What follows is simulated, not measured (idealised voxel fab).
The following is a process module called voxel lift off.
295 nm wide, 5 nm square cells: that's cross-section cut.
For the purposes of this document, a cross-section shall be understood as a grid of square cells, specified as bands listed in top-to-bottom order, each band consisting of one or more rows of cells. This entry defines a band. It first specifies the height of the band's top and the height of its bottom in nm, and then specifies the band's materials from left to right, stating each material with its width in nm. The word "all across" identifies a single material that fills the band from edge to edge, while the word "blank" identifies empty space. Counting heights begins at 0, where everything beneath is, in the wafer as received, one material. The lowest band has no bottom; it goes on downwards, as "z 0 and below" shows. You'd read "30 to 40" like this: the band's top row of cells is as wide as the first number, its bottom row is as wide as the second, and going down, every row changes width by the same amount as the row before did. Key: "nothing different" - step with no changed cell in the cross-section. The label "Trapped cavities" introduces a list of the empty spaces, 8 cells or larger, that have no open way up to the top; each entry in it reads width x height at distance, where the distance is taken from the left edge and all three are stated in nm. Whatever follows a step's settings on its line is a remark the simulator itself makes about that step. "overlay nm" on a masked step: distance the mask lay right of its planned place, negative for left.

## Planned step list for the process
1 RECEIVE with material Si
2 CONFORMAL_DEP with material Al2O3, thk nm 15
3 PATTERN with tone open, mask id LINES, material resist, width nm 30, pitch nm 55, thk nm 15, overlay nm 0
4 DIRECTIONAL_DEP with material Ru, thk nm 5
5 STRIP with etch materials resist
6 CONFORMAL_DEP with material SiO2, thk nm 10

## Delivered wafer in cross-section: state after step 1
* z 0 and below: Si all across
* Trapped cavities: none

## Starting structure and process plan are as shown above, but one mistake was made in running the module; the wafer cross-section at the end of the module follows
* z 30 to 25: SiO2: 85, then blank: 10, then SiO2: 45, then blank: 10, then SiO2: 45, then blank: 10, then SiO2: 90
* z 25 to 20: SiO2 all across
* z 20 to 15: Ru: 75, then SiO2: 30, then Ru: 25, then SiO2: 30, then Ru: 25, then SiO2: 30, then Ru: 80
* z 15 to 0: Al2O3 all across
* z 0 and below: Si all across
* Trapped cavities: none
Run error: not per plan at step 3, really ran PATTERN with tone cover, mask id LINES, material resist, width nm 30, pitch nm 55, thk nm 15, overlay nm 0
